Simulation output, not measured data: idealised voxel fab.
process module | voxel quadruple lines
cross-section cut | 205 nm wide | cells 5 nm
A cross-section is a grid of square cells, given in bands from the top down. A band is one or more rows of cells.
Each band's line starts with the height of the band's top and of its bottom, in nm. Then come its materials from left to right, each with its width in nm. One material with "throughout" fills the band from edge to edge. "air" is empty space.
Height 0 is the level under which the wafer as received is all one material. The lowest band goes on downwards, as in "0 down".
A width such as "30 to 40" changes by the same amount from each row of cells to the next, from the band's top row to its bottom row.
"no change" after a step means that no cell of the cross-section changed.
closed voids: empty space of 8 cells or more with no open way to the top, each as width x height at its distance from the left edge, in nm
after a step's settings: what the simulator itself notes on the step
overlay nm, on a step with a mask: how far to the right of its planned place the mask lay; to the left if negative
plan
1 op RECEIVE | material Si
2 op CONFORMAL_DEP | material Al2O3 | thk nm 5
3 op DIRECTIONAL_DEP | material Ru | thk nm 15
4 op DIRECTIONAL_DEP | material polySi | thk nm 15
5 op DIRECTIONAL_DEP | material aC | thk nm 25
6 op PATTERN | tone cover | mask id MANDREL | material resist | width nm 30 | thk nm 30 | overlay nm 0
7 op DIRECTIONAL_ETCH | etch materials aC | depth nm 25
8 op STRIP | etch materials resist
9 op CONFORMAL_DEP | material SiO2 | thk nm 10
10 op DIRECTIONAL_ETCH | etch materials SiO2 | depth nm 10
11 op STRIP | etch materials aC
12 op DIRECTIONAL_ETCH | etch materials polySi | depth nm 15
13 op STRIP | etch materials SiO2
14 op CONFORMAL_DEP | material SiCN | thk nm 10
15 op DIRECTIONAL_ETCH | etch materials SiCN | depth nm 10
16 op STRIP | etch materials polySi
17 op DIRECTIONAL_ETCH | etch materials Ru | depth nm 15
18 op STRIP | etch materials SiCN
19 op FILL_DEP | material lowk | thk nm 10
20 op CMP | height nm 20
as received, after step 1
  0 down: Si throughout
  closed voids: none
first wafer at the end, as planned
  20 to 5: lowk 65 | Ru 10 | lowk 10 | Ru 10 | lowk 10 | Ru 10 | lowk 10 | Ru 10 | lowk 70
  5 to 0: Al2O3 throughout
  0 down: Si throughout
  closed voids: none
second wafer at the end: like start, like plan, one mistake
  20 to 5: lowk 75 | Ru 10 | lowk 10 | Ru 10 | lowk 10 | Ru 10 | lowk 80
  5 to 0: Al2O3 throughout
  0 down: Si throughout
  closed voids: none
what went wrong: step 6 ran as: op PATTERN | tone open | mask id MANDREL | material resist | width nm 30 | thk nm 30 | overlay nm 0
at the end the second wafer has, in cells: 6 fewer of Ru | 6 more of lowk
